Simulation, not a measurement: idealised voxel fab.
The following process module bears the name voxel gate over fins.
Square cells of 5 nm make up the cross-section cut, whose width is 195 nm.
Notation: cross-section as square-cell grid; stated in bands, top first, going down; one or more cell rows per band. Top, bottom (nm), then materials left to right with widths (nm); lone material tagged "full width" fills the whole band edge to edge; "air" = empty space. The reference from which all heights are counted is 0, the level beneath which the as-received wafer is entirely one material; the lowest band, having no lower bound, proceeds downward and is written after the example "0 nm and below". When a width is written as two numbers, as in "30->40", the first number is the width in the top row of cells of the band and the second is the width in its bottom row, and the width changes by the same amount from each row to the next. Basically "no modifications" means that step didn't change any cell in the cross-section. Empty spaces without an open route to the top, at least 8 cells in extent, make up the entry "Sealed void inventory"; each is given as width x height at distance, where the distance is measured from the left edge, and all are in nm. Read whatever lies past the settings on a step's line as the simulator's own remark about the step. On any step carrying a mask, the "overlay nm" setting, if present on the step's line, tells how far right of its planned place the mask lay; negative values point to the left.

### Listed below are the process steps as planned
step 1: op RECEIVE | material Si
step 2: op CONFORMAL_DEP | material SiN | thk nm 5
step 3: op DIRECTIONAL_DEP | material aC | thk nm 15
step 4: op PATTERN | tone cover | mask id FINS | material resist | width nm 15 | pitch nm 50 | thk nm 35 | overlay nm 0
step 5: op DIRECTIONAL_ETCH | etch materials aC | depth nm 15
step 6: op STRIP | etch materials resist
step 7: op DIRECTIONAL_ETCH | etch materials SiN | depth nm 5
step 8: op DIRECTIONAL_ETCH | etch materials Si | depth nm 40
step 9: op STRIP | etch materials aC
step 10: op FILL_DEP | material SiO2 | thk nm 15
step 11: op CMP | height nm 5
step 12: op DIRECTIONAL_DEP | material aC | thk nm 15
step 13: op PATTERN | tone open | mask id RAIL | material resist | width nm 15 | thk nm 30 | overlay nm 0
step 14: op DIRECTIONAL_ETCH | etch materials aC | depth nm 15
step 15: op STRIP | etch materials resist
step 16: op DIRECTIONAL_ETCH | etch materials SiO2 | depth nm 40
step 17: op STRIP | etch materials aC
step 18: op CONFORMAL_DEP | material TiN | thk nm 5
step 19: op FILL_DEP | material W | thk nm 5
step 20: op CMP | height nm 5
step 21: op SELECTIVE_ETCH | etch materials W Ru TiN | depth nm 25
step 22: op FILL_DEP | material SiO2 | thk nm 5
step 23: op CMP | height nm 5
step 24: op SELECTIVE_ETCH | etch materials SiO2 | depth nm 15
step 25: op STRIP | etch materials SiN
step 26: op CONFORMAL_DEP | material HfO2 | thk nm 5
step 27: op CONFORMAL_DEP | material TiN | thk nm 5
step 28: op CONFORMAL_DEP | material TiAl | thk nm 5
step 29: op CONFORMAL_DEP | material TiN | thk nm 5
step 30: op FILL_DEP | material W | thk nm 10
step 31: op CMP | height nm 25
step 32: op CONFORMAL_DEP | material SiN | thk nm 10

### Below: the first of two wafers, run as planned

### As received (post step 1): cross-section
0 nm and below = Si full width
Sealed void inventory: none

### Presented here is a cross-section of the wafer after step 2 has been performed
5 nm to 0 nm = SiN full width
Everything under 0 stays put, no change at all.

### Presented here is a cross-section of the wafer after step 3 has been performed
20 nm to 5 nm = aC full width
Everything under 5 stays put, no change at all.

### Presented here is a cross-section of the wafer after step 4 has been performed
55 nm to 20 nm = 65 nm air, 15 nm resist, 35 nm air, 15 nm resist, 65 nm air
Everything under 20 stays put, no change at all.

### Presented here is a cross-section of the wafer after step 5 has been performed
40 nm to 20 nm = 65 nm air, 15 nm resist, 35 nm air, 15 nm resist, 65 nm air
20 nm to 5 nm = 65 nm air, 15 nm aC, 35 nm air, 15 nm aC, 65 nm air
Everything under 5 stays put, no change at all.

### Presented here is a cross-section of the wafer after step 6 has been performed
20 nm to 5 nm = 65 nm air, 15 nm aC, 35 nm air, 15 nm aC, 65 nm air
Everything under 5 stays put, no change at all.

### Presented here is a cross-section of the wafer after step 7 has been performed
20 nm to 5 nm = 65 nm air, 15 nm aC, 35 nm air, 15 nm aC, 65 nm air
5 nm to 0 nm = 65 nm air, 15 nm SiN, 35 nm air, 15 nm SiN, 65 nm air
Everything under 0 stays put, no change at all.

### Presented here is a cross-section of the wafer after step 8 has been performed
20 nm to 5 nm = 65 nm air, 15 nm aC, 35 nm air, 15 nm aC, 65 nm air
5 nm to 0 nm = 65 nm air, 15 nm SiN, 35 nm air, 15 nm SiN, 65 nm air
0 nm to -40 nm = 65 nm air, 15 nm Si, 35 nm air, 15 nm Si, 65 nm air
Everything under -40 stays put, no change at all.

### Presented here is a cross-section of the wafer after step 9 has been performed
5 nm to 0 nm = 65 nm air, 15 nm SiN, 35 nm air, 15 nm SiN, 65 nm air
Everything under 0 stays put, no change at all.

### Presented here is a cross-section of the wafer after step 10 has been performed
20 nm to 5 nm = SiO2 full width
5 nm to 0 nm = 65 nm SiO2, 15 nm SiN, 35 nm SiO2, 15 nm SiN, 65 nm SiO2
0 nm to -40 nm = 65 nm SiO2, 15 nm Si, 35 nm SiO2, 15 nm Si, 65 nm SiO2
Everything under -40 stays put, no change at all.

### Presented here is a cross-section of the wafer after step 11 has been performed
5 nm to 0 nm = 65 nm SiO2, 15 nm SiN, 35 nm SiO2, 15 nm SiN, 65 nm SiO2
Everything under 0 stays put, no change at all.

### Presented here is a cross-section of the wafer after step 12 has been performed
20 nm to 5 nm = aC full width
Everything under 5 stays put, no change at all.

### Presented here is a cross-section of the wafer after step 13 has been performed
50 nm to 20 nm = 90 nm resist, 15 nm air, 90 nm resist
Everything under 20 stays put, no change at all.

### Presented here is a cross-section of the wafer after step 14 has been performed
35 nm to 20 nm = 90 nm resist, 15 nm air, 90 nm resist
20 nm to 5 nm = 90 nm aC, 15 nm air, 90 nm aC
Everything under 5 stays put, no change at all.

### Presented here is a cross-section of the wafer after step 15 has been performed
20 nm to 5 nm = 90 nm aC, 15 nm air, 90 nm aC
Everything under 5 stays put, no change at all.

### Presented here is a cross-section of the wafer after step 16 has been performed
20 nm to 5 nm = 90 nm aC, 15 nm air, 90 nm aC
5 nm to 0 nm = 65 nm SiO2, 15 nm SiN, 10 nm SiO2, 15 nm air, 10 nm SiO2, 15 nm SiN, 65 nm SiO2
0 nm to -35 nm = 65 nm SiO2, 15 nm Si, 10 nm SiO2, 15 nm air, 10 nm SiO2, 15 nm Si, 65 nm SiO2
Everything under -35 stays put, no change at all.

### Presented here is a cross-section of the wafer after step 17 has been performed
5 nm to 0 nm = 65 nm SiO2, 15 nm SiN, 10 nm SiO2, 15 nm air, 10 nm SiO2, 15 nm SiN, 65 nm SiO2
Everything under 0 stays put, no change at all.

### Presented here is a cross-section of the wafer after step 18 has been performed
10 nm to 5 nm = 95 nm TiN, 5 nm air, 95 nm TiN
5 nm to 0 nm = 65 nm SiO2, 15 nm SiN, 10 nm SiO2, 5 nm TiN, 5 nm air, 5 nm TiN, 10 nm SiO2, 15 nm SiN, 65 nm SiO2
0 nm to -30 nm = 65 nm SiO2, 15 nm Si, 10 nm SiO2, 5 nm TiN, 5 nm air, 5 nm TiN, 10 nm SiO2, 15 nm Si, 65 nm SiO2
-30 nm to -35 nm = 65 nm SiO2, 15 nm Si, 10 nm SiO2, 15 nm TiN, 10 nm SiO2, 15 nm Si, 65 nm SiO2
Everything under -35 stays put, no change at all.

### Presented here is a cross-section of the wafer after step 19 has been performed
15 nm to 10 nm = W full width
10 nm to 5 nm = 95 nm TiN, 5 nm W, 95 nm TiN
5 nm to 0 nm = 65 nm SiO2, 15 nm SiN, 10 nm SiO2, 5 nm TiN, 5 nm W, 5 nm TiN, 10 nm SiO2, 15 nm SiN, 65 nm SiO2
0 nm to -30 nm = 65 nm SiO2, 15 nm Si, 10 nm SiO2, 5 nm TiN, 5 nm W, 5 nm TiN, 10 nm SiO2, 15 nm Si, 65 nm SiO2
Everything under -30 stays put, no change at all.

### Presented here is a cross-section of the wafer after step 20 has been performed
5 nm to 0 nm = 65 nm SiO2, 15 nm SiN, 10 nm SiO2, 5 nm TiN, 5 nm W, 5 nm TiN, 10 nm SiO2, 15 nm SiN, 65 nm SiO2
Everything under 0 stays put, no change at all.

### Presented here is a cross-section of the wafer after step 21 has been performed
5 nm to 0 nm = 65 nm SiO2, 15 nm SiN, 10 nm SiO2, 15 nm air, 10 nm SiO2, 15 nm SiN, 65 nm SiO2
0 nm to -20 nm = 65 nm SiO2, 15 nm Si, 10 nm SiO2, 15 nm air, 10 nm SiO2, 15 nm Si, 65 nm SiO2
Everything under -20 stays put, no change at all.

### Presented here is a cross-section of the wafer after step 22 has been performed
10 nm to 5 nm = SiO2 full width
5 nm to 0 nm = 65 nm SiO2, 15 nm SiN, 35 nm SiO2, 15 nm SiN, 65 nm SiO2
0 nm to -20 nm = 65 nm SiO2, 15 nm Si, 35 nm SiO2, 15 nm Si, 65 nm SiO2
Everything under -20 stays put, no change at all.

### Presented here is a cross-section of the wafer after step 23 has been performed
5 nm to 0 nm = 65 nm SiO2, 15 nm SiN, 35 nm SiO2, 15 nm SiN, 65 nm SiO2
Everything under 0 stays put, no change at all.

### Presented here is a cross-section of the wafer after step 24 has been performed
5 nm to 0 nm = 65 nm air, 15 nm SiN, 35 nm air, 15 nm SiN, 65 nm air
0 nm to -10 nm = 65 nm air, 15 nm Si, 35 nm air, 15 nm Si, 65 nm air
Everything under -10 stays put, no change at all.

### Presented here is a cross-section of the wafer after step 25 has been performed
0 nm to -10 nm = 65 nm air, 15 nm Si, 35 nm air, 15 nm Si, 65 nm air
Everything under -10 stays put, no change at all.

### Presented here is a cross-section of the wafer after step 26 has been performed
5 nm to 0 nm = 60 nm air, 25 nm HfO2, 25 nm air, 25 nm HfO2, 60 nm air
0 nm to -5 nm = 60 nm air, 5 nm HfO2, 15 nm Si, 5 nm HfO2, 25 nm air, 5 nm HfO2, 15 nm Si, 5 nm HfO2, 60 nm air
-5 nm to -10 nm = 65 nm HfO2, 15 nm Si, 35 nm HfO2, 15 nm Si, 65 nm HfO2
Everything under -10 stays put, no change at all.

### Presented here is a cross-section of the wafer after step 27 has been performed
10 nm to 5 nm = 55 nm air, 35 nm TiN, 15 nm air, 35 nm TiN, 55 nm air
5 nm to 0 nm = 55 nm air, 5 nm TiN, 25 nm HfO2, 5 nm TiN, 15 nm air, 5 nm TiN, 25 nm HfO2, 5 nm TiN, 55 nm air
0 nm to -5 nm = 60 nm TiN, 5 nm HfO2, 15 nm Si, 5 nm HfO2, 25 nm TiN, 5 nm HfO2, 15 nm Si, 5 nm HfO2, 60 nm TiN
Everything under -5 stays put, no change at all.

### Presented here is a cross-section of the wafer after step 28 has been performed
15 nm to 10 nm = 50 nm air, 45 nm TiAl, 5 nm air, 45 nm TiAl, 50 nm air
10 nm to 5 nm = 50 nm air, 5 nm TiAl, 35 nm TiN, 5 nm TiAl, 5 nm air, 5 nm TiAl, 35 nm TiN, 5 nm TiAl, 50 nm air
5 nm to 0 nm = 55 nm TiAl, 5 nm TiN, 25 nm HfO2, 5 nm TiN, 15 nm TiAl, 5 nm TiN, 25 nm HfO2, 5 nm TiN, 55 nm TiAl
Everything under 0 stays put, no change at all.

### Presented here is a cross-section of the wafer after step 29 has been performed
20 nm to 15 nm = 45 nm air, 105 nm TiN, 45 nm air
15 nm to 10 nm = 45 nm air, 5 nm TiN, 45 nm TiAl, 5 nm TiN, 45 nm TiAl, 5 nm TiN, 45 nm air
10 nm to 5 nm = 50 nm TiN, 5 nm TiAl, 35 nm TiN, 5 nm TiAl, 5 nm TiN, 5 nm TiAl, 35 nm TiN, 5 nm TiAl, 50 nm TiN
Everything under 5 stays put, no change at all.

### Presented here is a cross-section of the wafer after step 30 has been performed
30 nm to 20 nm = W full width
20 nm to 15 nm = 45 nm W, 105 nm TiN, 45 nm W
15 nm to 10 nm = 45 nm W, 5 nm TiN, 45 nm TiAl, 5 nm TiN, 45 nm TiAl, 5 nm TiN, 45 nm W
Everything under 10 stays put, no change at all.

### Presented here is a cross-section of the wafer after step 31 has been performed
25 nm to 20 nm = W full width
Everything under 20 stays put, no change at all.

### Presented here is a cross-section of the wafer after step 32 has been performed
35 nm to 25 nm = SiN full width
Everything under 25 stays put, no change at all.

### Second wafer, same starting conditions and recipe as the first, one mistake in executing it, nothing differs from the first up to and including step 12

### Here is the second wafer in cross-section at the point where step 13 of the plan should have been done
50 nm to 20 nm = 90 nm resist, 20 nm air, 85 nm resist
Everything under 20 stays put, no change at all.

### Here is the second wafer in cross-section at the point where step 14 of the plan should have been done
35 nm to 20 nm = 90 nm resist, 20 nm air, 85 nm resist
20 nm to 5 nm = 90 nm aC, 20 nm air, 85 nm aC
Everything under 5 stays put, no change at all.

### Here is the second wafer in cross-section at the point where step 15 of the plan should have been done
20 nm to 5 nm = 90 nm aC, 20 nm air, 85 nm aC
Everything under 5 stays put, no change at all.

### Here is the second wafer in cross-section at the point where step 16 of the plan should have been done
20 nm to 5 nm = 90 nm aC, 20 nm air, 85 nm aC
5 nm to 0 nm = 65 nm SiO2, 15 nm SiN, 10 nm SiO2, 20 nm air, 5 nm SiO2, 15 nm SiN, 65 nm SiO2
0 nm to -35 nm = 65 nm SiO2, 15 nm Si, 10 nm SiO2, 20 nm air, 5 nm SiO2, 15 nm Si, 65 nm SiO2
Everything under -35 stays put, no change at all.

### Here is the second wafer in cross-section at the point where step 17 of the plan should have been done
5 nm to 0 nm = 65 nm SiO2, 15 nm SiN, 10 nm SiO2, 20 nm air, 5 nm SiO2, 15 nm SiN, 65 nm SiO2
Everything under 0 stays put, no change at all.

### Here is the second wafer in cross-section at the point where step 18 of the plan should have been done
10 nm to 5 nm = 95 nm TiN, 10 nm air, 90 nm TiN
5 nm to 0 nm = 65 nm SiO2, 15 nm SiN, 10 nm SiO2, 5 nm TiN, 10 nm air, 5 nm TiN, 5 nm SiO2, 15 nm SiN, 65 nm SiO2
0 nm to -30 nm = 65 nm SiO2, 15 nm Si, 10 nm SiO2, 5 nm TiN, 10 nm air, 5 nm TiN, 5 nm SiO2, 15 nm Si, 65 nm SiO2
-30 nm to -35 nm = 65 nm SiO2, 15 nm Si, 10 nm SiO2, 20 nm TiN, 5 nm SiO2, 15 nm Si, 65 nm SiO2
Everything under -35 stays put, no change at all.

### Here is the second wafer in cross-section at the point where step 19 of the plan should have been done
15 nm to 10 nm = W full width
10 nm to 5 nm = 95 nm TiN, 10 nm W, 90 nm TiN
5 nm to 0 nm = 65 nm SiO2, 15 nm SiN, 10 nm SiO2, 5 nm TiN, 10 nm W, 5 nm TiN, 5 nm SiO2, 15 nm SiN, 65 nm SiO2
0 nm to -30 nm = 65 nm SiO2, 15 nm Si, 10 nm SiO2, 5 nm TiN, 10 nm W, 5 nm TiN, 5 nm SiO2, 15 nm Si, 65 nm SiO2
Everything under -30 stays put, no change at all.

### Here is the second wafer in cross-section at the point where step 20 of the plan should have been done
5 nm to 0 nm = 65 nm SiO2, 15 nm SiN, 10 nm SiO2, 5 nm TiN, 10 nm W, 5 nm TiN, 5 nm SiO2, 15 nm SiN, 65 nm SiO2
Everything under 0 stays put, no change at all.

### Here is the second wafer in cross-section at the point where step 21 of the plan should have been done
5 nm to 0 nm = 65 nm SiO2, 15 nm SiN, 10 nm SiO2, 20 nm air, 5 nm SiO2, 15 nm SiN, 65 nm SiO2
0 nm to -20 nm = 65 nm SiO2, 15 nm Si, 10 nm SiO2, 20 nm air, 5 nm SiO2, 15 nm Si, 65 nm SiO2
Everything under -20 stays put, no change at all.

### Here is the second wafer in cross-section at the point where step 22 of the plan should have been done
10 nm to 5 nm = SiO2 full width
5 nm to 0 nm = 65 nm SiO2, 15 nm SiN, 35 nm SiO2, 15 nm SiN, 65 nm SiO2
0 nm to -20 nm = 65 nm SiO2, 15 nm Si, 35 nm SiO2, 15 nm Si, 65 nm SiO2
Everything under -20 stays put, no change at all.

### Here is the second wafer in cross-section at the point where step 23 of the plan should have been done
5 nm to 0 nm = 65 nm SiO2, 15 nm SiN, 35 nm SiO2, 15 nm SiN, 65 nm SiO2
Everything under 0 stays put, no change at all.

### Here is the second wafer in cross-section at the point where step 24 of the plan should have been done
5 nm to 0 nm = 65 nm air, 15 nm SiN, 35 nm air, 15 nm SiN, 65 nm air
0 nm to -10 nm = 65 nm air, 15 nm Si, 35 nm air, 15 nm Si, 65 nm air
Everything under -10 stays put, no change at all.

### Here is the second wafer in cross-section at the point where step 25 of the plan should have been done
0 nm to -10 nm = 65 nm air, 15 nm Si, 35 nm air, 15 nm Si, 65 nm air
Everything under -10 stays put, no change at all.

### Here is the second wafer in cross-section at the point where step 26 of the plan should have been done
5 nm to 0 nm = 60 nm air, 25 nm HfO2, 25 nm air, 25 nm HfO2, 60 nm air
0 nm to -5 nm = 60 nm air, 5 nm HfO2, 15 nm Si, 5 nm HfO2, 25 nm air, 5 nm HfO2, 15 nm Si, 5 nm HfO2, 60 nm air
-5 nm to -10 nm = 65 nm HfO2, 15 nm Si, 35 nm HfO2, 15 nm Si, 65 nm HfO2
Everything under -10 stays put, no change at all.

### Here is the second wafer in cross-section at the point where step 27 of the plan should have been done
10 nm to 5 nm = 55 nm air, 35 nm TiN, 15 nm air, 35 nm TiN, 55 nm air
5 nm to 0 nm = 55 nm air, 5 nm TiN, 25 nm HfO2, 5 nm TiN, 15 nm air, 5 nm TiN, 25 nm HfO2, 5 nm TiN, 55 nm air
0 nm to -5 nm = 60 nm TiN, 5 nm HfO2, 15 nm Si, 5 nm HfO2, 25 nm TiN, 5 nm HfO2, 15 nm Si, 5 nm HfO2, 60 nm TiN
Everything under -5 stays put, no change at all.

### Here is the second wafer in cross-section at the point where step 28 of the plan should have been done
15 nm to 10 nm = 50 nm air, 45 nm TiAl, 5 nm air, 45 nm TiAl, 50 nm air
10 nm to 5 nm = 50 nm air, 5 nm TiAl, 35 nm TiN, 5 nm TiAl, 5 nm air, 5 nm TiAl, 35 nm TiN, 5 nm TiAl, 50 nm air
5 nm to 0 nm = 55 nm TiAl, 5 nm TiN, 25 nm HfO2, 5 nm TiN, 15 nm TiAl, 5 nm TiN, 25 nm HfO2, 5 nm TiN, 55 nm TiAl
Everything under 0 stays put, no change at all.

### Here is the second wafer in cross-section at the point where step 29 of the plan should have been done
20 nm to 15 nm = 45 nm air, 105 nm TiN, 45 nm air
15 nm to 10 nm = 45 nm air, 5 nm TiN, 45 nm TiAl, 5 nm TiN, 45 nm TiAl, 5 nm TiN, 45 nm air
10 nm to 5 nm = 50 nm TiN, 5 nm TiAl, 35 nm TiN, 5 nm TiAl, 5 nm TiN, 5 nm TiAl, 35 nm TiN, 5 nm TiAl, 50 nm TiN
Everything under 5 stays put, no change at all.

### Here is the second wafer in cross-section at the point where step 30 of the plan should have been done
30 nm to 20 nm = W full width
20 nm to 15 nm = 45 nm W, 105 nm TiN, 45 nm W
15 nm to 10 nm = 45 nm W, 5 nm TiN, 45 nm TiAl, 5 nm TiN, 45 nm TiAl, 5 nm TiN, 45 nm W
Everything under 10 stays put, no change at all.

### Here is the second wafer in cross-section at the point where step 31 of the plan should have been done
25 nm to 20 nm = W full width
Everything under 20 stays put, no change at all.

### Here is the second wafer in cross-section at the point where step 32 of the plan should have been done
35 nm to 25 nm = SiN full width
Everything under 25 stays put, no change at all.
Heads up, the wafer didn't run the way we planned it: step 13 went in with a setting other than planned; the actual run was op PATTERN | tone open | mask id RAIL | material resist | width nm 20 | thk nm 30 | overlay nm 0
At the finish, the second wafer shows more or fewer cells for some materials than the first does: SiO2: 3 fewer | TiN: 1 more | W: 2 more
